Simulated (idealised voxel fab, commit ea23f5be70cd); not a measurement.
The process module that follows is named voxel gate over fins.
The cross-section on display is named cut; it measures 195 nm wide, and its cells are 5 nm squares.
A cross-section is a grid of square cells, given in bands from the top down. A band is one or more rows of cells. For a band, the entry starts with two heights in nm, that of the top and then that of the bottom, and carries on with the band's materials in order from left to right, each alongside its width in nm; the word "everywhere" beside a single material means it fills the band edge to edge, and "empty" means empty space. Zero point of the height axis is 0; under it, received wafer = one material. Lowest band: continues down indefinitely, "z 0 and below". A two-number width, for instance "30..40", indicates that the width is equal to the first number in the top row of the band and to the second number in the bottom row, and that it changes by a constant amount per row of cells. "remained unchanged", as given for a step, is the statement that not any cell of the cross-section underwent a change during that step. Empty spaces without an open route to the top, at least 8 cells in extent, make up the entry "Entrapped voids"; each is given as width x height at distance, where the distance is measured from the left edge, and all are in nm. On a step's line, text after the settings is the simulator commenting on that step. overlay nm: how far to the right of its planned place the mask lay on this masked step (negative: to the left).
**plan**
- 1: RECEIVE (material Si)
- 2: CONFORMAL_DEP (material SiN; thk nm 5)
- 3: DIRECTIONAL_DEP (material aC; thk nm 15)
- 4: PATTERN (tone cover; mask id FINS; material resist; width nm 15; pitch nm 50; thk nm 35; overlay nm 0)
- 5: DIRECTIONAL_ETCH (etch materials aC; depth nm 15)
- 6: STRIP (etch materials resist)
- 7: DIRECTIONAL_ETCH (etch materials SiN; depth nm 5)
- 8: DIRECTIONAL_ETCH (etch materials Si; depth nm 40)
- 9: STRIP (etch materials aC)
- 10: FILL_DEP (material SiO2; thk nm 15)
- 11: CMP (height nm 5)
- 12: DIRECTIONAL_DEP (material aC; thk nm 15)
- 13: PATTERN (tone open; mask id RAIL; material resist; width nm 15; thk nm 30; overlay nm 0)
- 14: DIRECTIONAL_ETCH (etch materials aC; depth nm 15)
- 15: STRIP (etch materials resist)
- 16: DIRECTIONAL_ETCH (etch materials SiO2; depth nm 40)
- 17: STRIP (etch materials aC)
- 18: CONFORMAL_DEP (material TiN; thk nm 5)
- 19: FILL_DEP (material W; thk nm 5)
- 20: CMP (height nm 5)
- 21: SELECTIVE_ETCH (etch materials W Ru TiN; depth nm 25)
- 22: FILL_DEP (material SiO2; thk nm 5)
- 23: CMP (height nm 5)
- 24: SELECTIVE_ETCH (etch materials SiO2; depth nm 15)
- 25: STRIP (etch materials SiN)
- 26: CONFORMAL_DEP (material HfO2; thk nm 5)
- 27: CONFORMAL_DEP (material TiN; thk nm 5)
- 28: CONFORMAL_DEP (material TiAl; thk nm 5)
- 29: CONFORMAL_DEP (material TiN; thk nm 5)
- 30: FILL_DEP (material W; thk nm 10)
- 31: CMP (height nm 25)
- 32: CONFORMAL_DEP (material SiN; thk nm 10)
**Wafer cross-section on receipt, i.e. after step 1**
> z 0 and below | Si everywhere
> Entrapped voids: none
**Module complete - cross-section of the first of two wafers, run according to plan**
> z 35 to 25 | SiN everywhere
> z 25 to 20 | W everywhere
> z 20 to 15 | W (45); TiN (105); W (45)
> z 15 to 10 | W (45); TiN (5); TiAl (45); TiN (5); TiAl (45); TiN (5); W (45)
> z 10 to 5 | TiN (50); TiAl (5); TiN (35); TiAl (5); TiN (5); TiAl (5); TiN (35); TiAl (5); TiN (50)
> z 5 to 0 | TiAl (55); TiN (5); HfO2 (25); TiN (5); TiAl (15); TiN (5); HfO2 (25); TiN (5); TiAl (55)
> z 0 to -5 | TiN (60); HfO2 (5); Si (15); HfO2 (5); TiN (25); HfO2 (5); Si (15); HfO2 (5); TiN (60)
> z -5 to -10 | HfO2 (65); Si (15); HfO2 (35); Si (15); HfO2 (65)
> z -10 to -20 | SiO2 (65); Si (15); SiO2 (35); Si (15); SiO2 (65)
> z -20 to -30 | SiO2 (65); Si (15); SiO2 (10); TiN (5); W (5); TiN (5); SiO2 (10); Si (15); SiO2 (65)
> z -30 to -35 | SiO2 (65); Si (15); SiO2 (10); TiN (15); SiO2 (10); Si (15); SiO2 (65)
> z -35 to -40 | SiO2 (65); Si (15); SiO2 (35); Si (15); SiO2 (65)
> z -40 and below | Si everywhere
> Entrapped voids: none
**Wafer two, end of module, cross-section. Same start, same plan as wafer one. One mistake in the run**
> z 35 to 25 | SiN everywhere
> z 25 to 15 | TiN everywhere
> z 15 to 10 | TiN (50); TiAl (45); TiN (5); TiAl (45); TiN (50)
> z 10 to 5 | TiN (50); TiAl (5); TiN (35); TiAl (5); TiN (5); TiAl (5); TiN (35); TiAl (5); TiN (50)
> z 5 to 0 | TiAl (55); TiN (5); HfO2 (25); TiN (5); TiAl (15); TiN (5); HfO2 (25); TiN (5); TiAl (55)
> z 0 to -5 | TiN (60); HfO2 (5); Si (15); HfO2 (5); TiN (25); HfO2 (5); Si (15); HfO2 (5); TiN (60)
> z -5 to -10 | HfO2 (65); Si (15); HfO2 (35); Si (15); HfO2 (65)
> z -10 to -20 | SiO2 (65); Si (15); SiO2 (35); Si (15); SiO2 (65)
> z -20 to -30 | SiO2 (65); Si (15); SiO2 (10); TiN (5); W (5); TiN (5); SiO2 (10); Si (15); SiO2 (65)
> z -30 to -35 | SiO2 (65); Si (15); SiO2 (10); TiN (15); SiO2 (10); Si (15); SiO2 (65)
> z -35 to -40 | SiO2 (65); Si (15); SiO2 (35); Si (15); SiO2 (65)
> z -40 and below | Si everywhere
> Entrapped voids: none
Plan not followed: step 30: run off-plan, actual operation and settings FILL_DEP (material TiN; thk nm 10)
Once processing is complete, comparing cell counts shows that the second wafer has more or fewer of certain materials than the first: TiN +75; W -75
